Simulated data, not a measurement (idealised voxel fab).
Process module, titled voxel ribs on slabs
Cross-section cut spans 270 nm and uses square cells 5 nm in size.
Cross-section = grid of square cells, listed top down in bands; band = one or more rows.
What a band's entry tells you: where the top is and where the bottom is, as heights in nm, and after that what lies inside, material by material from left to right, each with its width in nm. Empty space is written as the word "air", and a single material marked with the word "edge to edge" occupies the band from edge to edge.
Measure heights from 0. That's the level where, below it, the as-received wafer is all one material. The lowest band is bottomless and extends downward; write it as in "0 down".
When a width is written as two numbers, as in "30 to 40", the first number is the width in the top row of cells of the band and the second is the width in its bottom row, and the width changes by the same amount from each row to the next.
Where the words "no change occurred" appear for a step, the cross-section shows no cell changed by that step; every cell remained as before.
"Closed-off voids" specifies each empty space that is not open to the top and that occupies no fewer than 8 cells, using the form width x height at distance, the distance measured from the left edge and all three quantities in nm.
What comes after the settings on a step's line is commentary from the simulator itself on that step.
overlay nm: right-of-plan distance of the mask on a masked step; negative values mean left-of-plan.

**Here's what the planned process steps look like**
1. RECEIVE, material Si
2. DIRECTIONAL_DEP, material SiO2, thk nm 25
3. DIRECTIONAL_DEP, material polySi, thk nm 15
4. MASKED_ETCH, tone cover, mask id RIB, width nm 20, etch materials polySi, depth nm 5, overlay nm 0
5. MASKED_ETCH, tone cover, mask id SLAB, width nm 80, etch materials polySi, depth nm 10, overlay nm 0
6. FILL_DEP, material SiO2, thk nm 15
7. CMP, height nm 50
8. DIRECTIONAL_DEP, material TiN, thk nm 10
9. DIRECTIONAL_DEP, material aC, thk nm 10
10. PATTERN, tone cover, mask id HEATER, material resist, width nm 30, thk nm 25, overlay nm 0
11. DIRECTIONAL_ETCH, etch materials aC, depth nm 10
12. STRIP, etch materials resist
13. DIRECTIONAL_ETCH, etch materials TiN, depth nm 10
14. STRIP, etch materials aC
15. CONFORMAL_DEP, material SiN, thk nm 5
The wafers are alike at the start. At step 15, their thk nm differs. The plan lists the first wafer's value.

**Cross-section of the first of several received wafers, showing its state after step 1**
	0 down = Si edge to edge
	Closed-off voids: none

**Per wafer (row), end of module: delta in cells per material since receipt, (+) for gained, (-) for lost; closed voids after that**
thk nm 5, +58 SiN, +504 SiO2, +12 TiN, +36 polySi, Closed-off voids: none
thk nm 10, +116 SiN, +504 SiO2, +12 TiN, +36 polySi, Closed-off voids: none
thk nm 15, +174 SiN, +504 SiO2, +12 TiN, +36 polySi, Closed-off voids: none
thk nm 20, +232 SiN, +504 SiO2, +12 TiN, +36 polySi, Closed-off voids: none
